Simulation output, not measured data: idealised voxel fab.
Process module, titled voxel self aligned vias
Cross-section cut spans 255 nm and uses square cells 5 nm in size.
Format of a cross-section: grid, square cells. Given as bands. Order: top down. Band: one or more rows of cells. Band entry format. Leading values: height of top, height of bottom, nm. Remainder: materials in left-to-right order, each with its width in nm. Special words: "full width" on a single material, which then fills the band edge to edge; "air", empty space. The reference from which all heights are counted is 0, the level beneath which the as-received wafer is entirely one material; the lowest band, having no lower bound, proceeds downward and is written after the example "top 0, no bottom". Width spec "30 to 40" -> top row of cells at first value, bottom row at second value, equal per-row change in between. When a step is marked "same as before", none of the cells in the cross-section changed during that step. You'll see "Non-vented voids" listing empty spaces that have no way open to the top, as long as they're 8 cells or more; the notation is width x height at distance, where the distance is from the left edge, and all of it is in nm. Post-settings text on a step line: simulator's own remark regarding the step. overlay nm: mask offset rightward from planned place, masked step; negative means leftward offset.

-- Here's what the planned process steps look like
1) op RECEIVE | material Si
2) op CONFORMAL_DEP | material SiO2 | thk nm 10
3) op CONFORMAL_DEP | material SiCN | thk nm 5
4) op DIRECTIONAL_DEP | material SiO2 | thk nm 20
5) op DIRECTIONAL_DEP | material aC | thk nm 15
6) op PATTERN | tone open | mask id LINES | material resist | width nm 20 | pitch nm 55 | thk nm 35 | overlay nm 0
7) op DIRECTIONAL_ETCH | etch materials aC | depth nm 15
8) op STRIP | etch materials resist
9) op DIRECTIONAL_ETCH | etch materials SiO2 | depth nm 20
10) op STRIP | etch materials aC
11) op CONFORMAL_DEP | material TiN | thk nm 5
12) op FILL_DEP | material Ru | thk nm 5
13) op CMP | height nm 35
14) op SELECTIVE_ETCH | etch materials W Ru TiN | depth nm 5
15) op FILL_DEP | material SiN | thk nm 10
16) op CMP | height nm 35
17) op DIRECTIONAL_DEP | material SiO2 | thk nm 20
18) op PATTERN | tone open | mask id VIAS | material resist | width nm 40 | pitch nm 110 | thk nm 20 | overlay nm 0
19) op DIRECTIONAL_ETCH | etch materials SiO2 | depth nm 20
20) op DIRECTIONAL_ETCH | etch materials SiN | depth nm 5
21) op STRIP | etch materials resist
22) op CONFORMAL_DEP | material TiN | thk nm 5
23) op FILL_DEP | material W | thk nm 5
24) op CMP | height nm 55
25) op CONFORMAL_DEP | material SiCN | thk nm 5
Variable across wafers: step 6 width nm (plan value is that of the first wafer; starting state common to all).

-- first wafer as received, after step 1
* top 0, no bottom: Si full width
* Non-vented voids: none

-- Below, a row for every wafer. Read it as the end-of-module picture: for each material the wafer shows its cells gained (+) or lost (-) since it was received, and then its closed voids
width nm 20 | +12 Ru | +102 SiCN | +4 SiN | +398 SiO2 | +56 TiN | +40 W | Non-vented voids: none
width nm 25 | +18 Ru | +102 SiCN | +5 SiN | +386 SiO2 | +59 TiN | +42 W | Non-vented voids: none
width nm 30 | +24 Ru | +102 SiCN | +6 SiN | +374 SiO2 | +62 TiN | +44 W | Non-vented voids: none
width nm 35 | +30 Ru | +102 SiCN | +7 SiN | +362 SiO2 | +65 TiN | +46 W | Non-vented voids: none
width nm 40 | +36 Ru | +102 SiCN | +8 SiN | +350 SiO2 | +68 TiN | +48 W | Non-vented voids: none
